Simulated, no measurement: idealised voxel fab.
Presented below is a process module, voxel local oxidation.
145 nm wide, 5 nm square cells: that's cross-section cut.
In what follows, cross-sections appear as grids of square cells, described through bands that run from the top down, where every band is one or more rows of cells. Within each band entry, the heights of the top and of the bottom of the band appear first, in that order and in nm; the materials of the band then follow from left to right, each with its corresponding width in nm. The designation "edge to edge" on a single material indicates that it fills the band from edge to edge; the designation "air" indicates empty space. Heads up on the height convention: 0 is the point under which the incoming wafer is all one material, and the lowest band has no bottom, it just keeps going down, like "0 and below". It should be noted that a width expressed as "30->40" varies in equal increments from row to row of cells within the band, taking the value of the first number at the top row and that of the second number at the bottom row. The designation "identical to before", where it is given for a processing step, indicates that no cell of the cross-section was altered in the course of that step. Look at "Enclosed void inventory" for the closed voids: empty spaces with no open path to the top, sized 8 cells or up. Each is width x height at distance, distance from the left edge, all nm. Whatever follows a step's settings on its line is a remark the simulator itself makes about that step. When a step includes a mask, the "overlay nm" setting on its line states how far to the right of its planned place that mask lay, and negative values state how far to the left.
# plan
1 RECEIVE [material Si]
2 CONFORMAL_DEP [material SiO2] [thk nm 5]
3 CONFORMAL_DEP [material SiN] [thk nm 10]
4 PATTERN [tone cover] [mask id ACTIVE] [material resist] [width nm 100] [thk nm 20] [overlay nm 0]
5 DIRECTIONAL_ETCH [etch materials SiN] [depth nm 10]
6 STRIP [etch materials resist]
7 SELECTIVE_ETCH [etch materials SiO2] [depth nm 5]
8 OXIDIZE [depth nm 15]
9 STRIP [etch materials SiN]
# The cross-section here shows the wafer as received, i.e. in its state after step 1
	0 and below: Si edge to edge
	Enclosed void inventory: none
# First of two wafers, end-of-module section, run followed plan
	5 down to 0: air 25, SiO2 90, air 30
	0 down to -15: SiO2 40, Si 60, SiO2 45
	-15 and below: Si edge to edge
	Enclosed void inventory: none
# Now the second wafer, cross-sectioned at the end of the module. Nothing different at the start, nothing different in the plan compared with the first, just one mistake when it was actually run
	5 down to 0: SiO2 15, air 110, SiO2 20
	0 down to -15: SiO2 140, Si 5
	-15 and below: Si edge to edge
	Enclosed void inventory: none
Run error: in deviation from the planned setting, step 4 was conducted as PATTERN [tone open] [mask id ACTIVE] [material resist] [width nm 100] [thk nm 20] [overlay nm 0]
Final wafer comparison in cells, second versus first, more or fewer per material: Si -33, SiO2 +22
